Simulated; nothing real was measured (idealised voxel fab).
process module | voxel spacer lines
cross-section cut | 280 nm wide | cells 5 nm
A cross-section is a grid of square cells, given in bands from the top down. A band is one or more rows of cells.
Each band's line starts with the height of the band's top and of its bottom, in nm. Then come its materials from left to right, each with its width in nm. One material with "throughout" fills the band from edge to edge. "air" is empty space.
Height 0 is the level under which the wafer as received is all one material. The lowest band goes on downwards, as in "0 down".
A width such as "30 to 40" changes by the same amount from each row of cells to the next, from the band's top row to its bottom row.
"no change" after a step means that no cell of the cross-section changed.
closed voids: empty space of 8 cells or more with no open way to the top, each as width x height at its distance from the left edge, in nm
after a step's settings: what the simulator itself notes on the step
overlay nm, on a step with a mask: how far to the right of its planned place the mask lay; to the left if negative
plan
1 op RECEIVE | material Si
2 op CONFORMAL_DEP | material SiO2 | thk nm 5
3 op DIRECTIONAL_DEP | material TiN | thk nm 10
4 op DIRECTIONAL_DEP | material polySi | thk nm 25
5 op PATTERN | tone cover | mask id MANDREL | material resist | width nm 15 | pitch nm 50 | thk nm 30 | overlay nm -15
6 op DIRECTIONAL_ETCH | etch materials polySi | depth nm 25
7 op STRIP | etch materials resist
8 op CONFORMAL_DEP | material SiN | thk nm 10
9 op DIRECTIONAL_ETCH | etch materials SiN | depth nm 10
10 op STRIP | etch materials polySi
11 op DIRECTIONAL_ETCH | etch materials TiN | depth nm 10
12 op STRIP | etch materials SiN
varied across the wafers: overlay nm of step 5. The plan shows the first wafer's value. All wafers start alike
first wafer as received, after step 1
  0 down: Si throughout
  closed voids: none
each wafer at the end: cells of each material gained (+) or lost (-) since it was received, then its closed voids
overlay nm -15 | +56 SiO2 | +24 TiN | closed voids: none
overlay nm -10 | +56 SiO2 | +24 TiN | closed voids: none
overlay nm -5 | +56 SiO2 | +24 TiN | closed voids: none
overlay nm 0 | +56 SiO2 | +24 TiN | closed voids: none
overlay nm 5 | +56 SiO2 | +24 TiN | closed voids: none
overlay nm 10 | +56 SiO2 | +24 TiN | closed voids: none
overlay nm 15 | +56 SiO2 | +24 TiN | closed voids: none
